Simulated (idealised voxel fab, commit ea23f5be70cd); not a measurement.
process module | voxel transistor to metal
cross-section cut | 295 nm wide | cells 5 nm
A cross-section is a grid of square cells, given in bands from the top down. A band is one or more rows of cells.
Each band's line starts with the height of the band's top and of its bottom, in nm. Then come its materials from left to right, each with its width in nm. One material with "throughout" fills the band from edge to edge. "air" is empty space.
Height 0 is the level under which the wafer as received is all one material. The lowest band goes on downwards, as in "0 down".
A width such as "30 to 40" changes by the same amount from each row of cells to the next, from the band's top row to its bottom row.
"no change" after a step means that no cell of the cross-section changed.
closed voids: empty space of 8 cells or more with no open way to the top, each as width x height at its distance from the left edge, in nm
after a step's settings: what the simulator itself notes on the step
overlay nm, on a step with a mask: how far to the right of its planned place the mask lay; to the left if negative
plan
1 op RECEIVE | material Si
2 op OXIDIZE | depth nm 5
3 op CONFORMAL_DEP | material SiN | thk nm 15
4 op MASKED_ETCH | tone cover | mask id ACTIVE | width nm 115 | pitch nm 135 | etch materials SiN | depth nm 15 | overlay nm 0
5 op MASKED_ETCH | tone cover | mask id ACTIVE | width nm 115 | pitch nm 135 | etch materials SiO2 | depth nm 5 | overlay nm 0
6 op MASKED_ETCH | tone cover | mask id ACTIVE | width nm 115 | pitch nm 135 | etch materials Si | depth nm 35 | overlay nm 0
7 op FILL_DEP | material SiO2 | thk nm 15
8 op CMP | height nm 15
9 op SELECTIVE_ETCH | etch materials SiO2 | depth nm 5
10 op STRIP | etch materials SiN
11 op SELECTIVE_ETCH | etch materials SiO2 | depth nm 5
12 op OXIDIZE | depth nm 5
13 op DIRECTIONAL_DEP | material polySi | thk nm 20
14 op DIRECTIONAL_DEP | material SiCN | thk nm 15
15 op DIRECTIONAL_DEP | material aC | thk nm 15
16 op PATTERN | tone cover | mask id GATE | material resist | width nm 15 | pitch nm 135 | thk nm 35 | overlay nm 0
17 op DIRECTIONAL_ETCH | etch materials aC | depth nm 15
18 op STRIP | etch materials resist
19 op DIRECTIONAL_ETCH | etch materials SiCN | depth nm 25
20 op DIRECTIONAL_ETCH | etch materials polySi | depth nm 30
21 op STRIP | etch materials aC
22 op CONFORMAL_DEP | material SiN | thk nm 5
23 op DIRECTIONAL_ETCH | etch materials SiN | depth nm 5
24 op DIRECTIONAL_ETCH | etch materials SiO2 | depth nm 5
25 op DIRECTIONAL_ETCH | etch materials Si | depth nm 5
26 op EPI | material pSi | thk nm 10
27 op FILL_DEP | material SiO2 | thk nm 10
28 op CMP | height nm 30
29 op DIRECTIONAL_DEP | material SiO2 | thk nm 15
30 op MASKED_ETCH | tone open | mask id CONTACT | width nm 20 | etch materials SiO2 | depth nm 50 | overlay nm 0
31 op CONFORMAL_DEP | material TiN | thk nm 5
32 op FILL_DEP | material W | thk nm 10
33 op CMP | height nm 45
34 op DIRECTIONAL_DEP | material TiN | thk nm 5
35 op DIRECTIONAL_DEP | material Ru | thk nm 20
36 op DIRECTIONAL_DEP | material aC | thk nm 15
37 op PATTERN | tone cover | mask id METAL_1 | material resist | width nm 20 | thk nm 30 | overlay nm 0
38 op DIRECTIONAL_ETCH | etch materials aC | depth nm 15
39 op STRIP | etch materials resist
40 op DIRECTIONAL_ETCH | etch materials Ru | depth nm 20
41 op DIRECTIONAL_ETCH | etch materials TiN | depth nm 5
42 op STRIP | etch materials aC
43 op CONFORMAL_DEP | material SiCN | thk nm 5
44 op FILL_DEP | material SiO2 | thk nm 10
45 op CMP | height nm 70
46 op CONFORMAL_DEP | material SiN | thk nm 5
as received, after step 1
  0 down: Si throughout
  closed voids: none
a wafer at the end: this start, this plan, one mistake
  75 to 70: SiN throughout
  70 to 50: SiO2 25 | SiCN 5 | Ru 20 | SiCN 5 | SiO2 45 | SiCN 5 | Ru 20 | SiCN 5 | SiO2 30 | SiCN 5 | Ru 20 | SiCN 5 | SiO2 45 | SiCN 5 | Ru 20 | SiCN 5 | SiO2 30
  50 to 45: SiCN 30 | TiN 20 | SiCN 55 | TiN 20 | SiCN 40 | TiN 20 | SiCN 55 | TiN 20 | SiCN 35
  45 to 30: SiO2 30 | TiN 5 | W 10 | TiN 5 | SiO2 55 | TiN 5 | W 10 | TiN 5 | SiO2 40 | TiN 5 | W 10 | TiN 5 | SiO2 55 | TiN 5 | W 10 | TiN 5 | SiO2 35
  30 to 15: SiO2 30 | TiN 5 | W 10 | TiN 5 | SiO2 15 | SiN 5 | SiCN 15 | SiN 5 | SiO2 15 | TiN 5 | W 10 | TiN 5 | SiO2 40 | TiN 5 | W 10 | TiN 5 | SiO2 15 | SiN 5 | SiCN 15 | SiN 5 | SiO2 15 | TiN 5 | W 10 | TiN 5 | SiO2 35
  15 to 5: SiO2 30 | TiN 5 | W 10 | TiN 5 | SiO2 15 | SiN 5 | polySi 15 | SiN 5 | SiO2 15 | TiN 5 | W 10 | TiN 5 | SiO2 40 | TiN 5 | W 10 | TiN 5 | SiO2 15 | SiN 5 | polySi 15 | SiN 5 | SiO2 15 | TiN 5 | W 10 | TiN 5 | SiO2 35
  5 to 0: SiO2 15 | SiN 5 | SiO2 10 | TiN 5 | W 10 | TiN 5 | SiO2 15 | SiN 5 | polySi 15 | SiN 5 | SiO2 15 | TiN 5 | W 10 | TiN 5 | SiO2 10 | SiN 5 | SiO2 10 | SiN 5 | SiO2 10 | TiN 5 | W 10 | TiN 5 | SiO2 15 | SiN 5 | polySi 15 | SiN 5 | SiO2 15 | TiN 5 | W 10 | TiN 5 | SiO2 10 | SiN 5 | SiO2 20
  0 to -5: SiO2 15 | SiN 5 | SiO2 10 | TiN 20 | SiO2 5 | pSi 10 | SiN 5 | polySi 15 | SiN 5 | pSi 10 | SiO2 5 | TiN 20 | SiO2 10 | SiN 5 | SiO2 10 | SiN 5 | SiO2 10 | TiN 20 | SiO2 5 | pSi 10 | SiN 5 | polySi 15 | SiN 5 | pSi 10 | SiO2 5 | TiN 20 | SiO2 10 | SiN 5 | SiO2 20
  -5 to -10: SiO2 20 | pSi 45 | SiO2 25 | pSi 45 | SiO2 20 | pSi 45 | SiO2 25 | pSi 45 | SiO2 25
  -10 to -15: SiO2 20 | pSi 45 | Si 25 | pSi 45 | SiO2 20 | pSi 45 | Si 25 | pSi 45 | SiO2 25
  -15 to -75: SiO2 20 | Si 115 | SiO2 20 | Si 115 | SiO2 25
  -75 down: Si throughout
  closed voids: none
what went wrong: step 6 was run twice
